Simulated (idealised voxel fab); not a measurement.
The process module that follows is named voxel fin reveal.
Each square cell in cross-section cut measures 5 nm, and the section as a whole is 275 nm wide.
For the purposes of this document, a cross-section shall be understood as a grid of square cells, specified as bands listed in top-to-bottom order, each band consisting of one or more rows of cells. Within each band entry, the heights of the top and of the bottom of the band appear first, in that order and in nm; the materials of the band then follow from left to right, each with its corresponding width in nm. The designation "full width" on a single material indicates that it fills the band from edge to edge; the designation "blank" indicates empty space. Measure heights from 0. That's the level where, below it, the as-received wafer is all one material. The lowest band is bottomless and extends downward; write it as in "z 0 and below". You'd read "30->40" like this: the band's top row of cells is as wide as the first number, its bottom row is as wide as the second, and going down, every row changes width by the same amount as the row before did. What does "identical to before" mean for a step? It means no cell of the cross-section changed in that step. Look at "Sealed voids" for the closed voids: empty spaces with no open path to the top, sized 8 cells or up. Each is width x height at distance, distance from the left edge, all nm. Step line, after settings: the simulator's comment on this step. overlay nm: where the mask lay relative to plan, measured to the right, on steps with a mask; negatives go left.

List of planned process steps:
- 1: op RECEIVE | material Si
- 2: op CONFORMAL_DEP | material SiN | thk nm 5
- 3: op MASKED_ETCH | tone cover | mask id FINS | width nm 15 | pitch nm 40 | etch materials SiN | depth nm 5 | overlay nm 0
- 4: op MASKED_ETCH | tone cover | mask id FINS | width nm 15 | pitch nm 40 | etch materials Si | depth nm 30 | overlay nm 0
- 5: op FILL_DEP | material SiO2 | thk nm 15
- 6: op CMP | height nm 5
- 7: op SELECTIVE_ETCH | etch materials SiO2 | depth nm 25
- 8: op STRIP | etch materials SiN
- 9: op CONFORMAL_DEP | material SiO2 | thk nm 5

The first wafer of two, processed as planned:

Cross-section of the wafer at receipt, which is the condition after step 1:
	z 0 and below: Si full width
	Sealed voids: none

Step 2 done - wafer cross-section:
	z 5 to 0: SiN full width
	Nothing below the height 0 has changed.

Step 3 done - wafer cross-section:
	z 5 to 0: blank 110 nm | SiN 15 nm | blank 25 nm | SiN 15 nm | blank 110 nm
	Nothing below the height 0 has changed.

Step 4 done - wafer cross-section:
	z 5 to 0: blank 110 nm | SiN 15 nm | blank 25 nm | SiN 15 nm | blank 110 nm
	z 0 to -30: blank 110 nm | Si 15 nm | blank 25 nm | Si 15 nm | blank 110 nm
	Nothing below the height -30 has changed.

Step 5 done - wafer cross-section:
	z 20 to 5: SiO2 full width
	z 5 to 0: SiO2 110 nm | SiN 15 nm | SiO2 25 nm | SiN 15 nm | SiO2 110 nm
	z 0 to -30: SiO2 110 nm | Si 15 nm | SiO2 25 nm | Si 15 nm | SiO2 110 nm
	Nothing below the height -30 has changed.

Step 6 done - wafer cross-section:
	z 5 to 0: SiO2 110 nm | SiN 15 nm | SiO2 25 nm | SiN 15 nm | SiO2 110 nm
	Nothing below the height 0 has changed.

Step 7 done - wafer cross-section:
	z 5 to 0: blank 110 nm | SiN 15 nm | blank 25 nm | SiN 15 nm | blank 110 nm
	z 0 to -20: blank 110 nm | Si 15 nm | blank 25 nm | Si 15 nm | blank 110 nm
	Nothing below the height -20 has changed.

Step 8 done - wafer cross-section:
	z 0 to -20: blank 110 nm | Si 15 nm | blank 25 nm | Si 15 nm | blank 110 nm
	Nothing below the height -20 has changed.

Step 9 done - wafer cross-section:
	z 5 to 0: blank 105 nm | SiO2 25 nm | blank 15 nm | SiO2 25 nm | blank 105 nm
	z 0 to -15: blank 105 nm | SiO2 5 nm | Si 15 nm | SiO2 5 nm | blank 15 nm | SiO2 5 nm | Si 15 nm | SiO2 5 nm | blank 105 nm
	z -15 to -30: SiO2 110 nm | Si 15 nm | SiO2 25 nm | Si 15 nm | SiO2 110 nm
	Nothing below the height -30 has changed.

Wafer two. Same start, same plan, one slip in execution. Same as wafer one through step 6, inclusive:

Second wafer: cross-section at the scheduled end of step 7:
	z 5 to 0: SiO2 110 nm | blank 15 nm | SiO2 25 nm | blank 15 nm | SiO2 110 nm
	Nothing below the height 0 has changed.

Second wafer: cross-section at the scheduled end of step 8:
	z 0 to -20: blank 110 nm | Si 15 nm | blank 25 nm | Si 15 nm | blank 110 nm
	z -20 to -25: SiO2 85 nm | blank 25 nm | Si 15 nm | blank 25 nm | Si 15 nm | blank 25 nm | SiO2 85 nm
	Nothing below the height -25 has changed.

Second wafer: cross-section at the scheduled end of step 9:
	z 5 to 0: blank 105 nm | SiO2 25 nm | blank 15 nm | SiO2 25 nm | blank 105 nm
	z 0 to -15: blank 105 nm | SiO2 5 nm | Si 15 nm | SiO2 5 nm | blank 15 nm | SiO2 5 nm | Si 15 nm | SiO2 5 nm | blank 105 nm
	z -15 to -20: SiO2 90 nm | blank 15 nm | SiO2 5 nm | Si 15 nm | SiO2 5 nm | blank 15 nm | SiO2 5 nm | Si 15 nm | SiO2 5 nm | blank 15 nm | SiO2 90 nm
	z -20 to -30: SiO2 110 nm | Si 15 nm | SiO2 25 nm | Si 15 nm | SiO2 110 nm
	Nothing below the height -30 has changed.
Which mistake was made when the wafer was run? steps 7 and 8 of the plan were run in the wrong order, each in the other's place
Final tally in cells, some materials are higher or lower on the second wafer than on the first: SiO2 -9
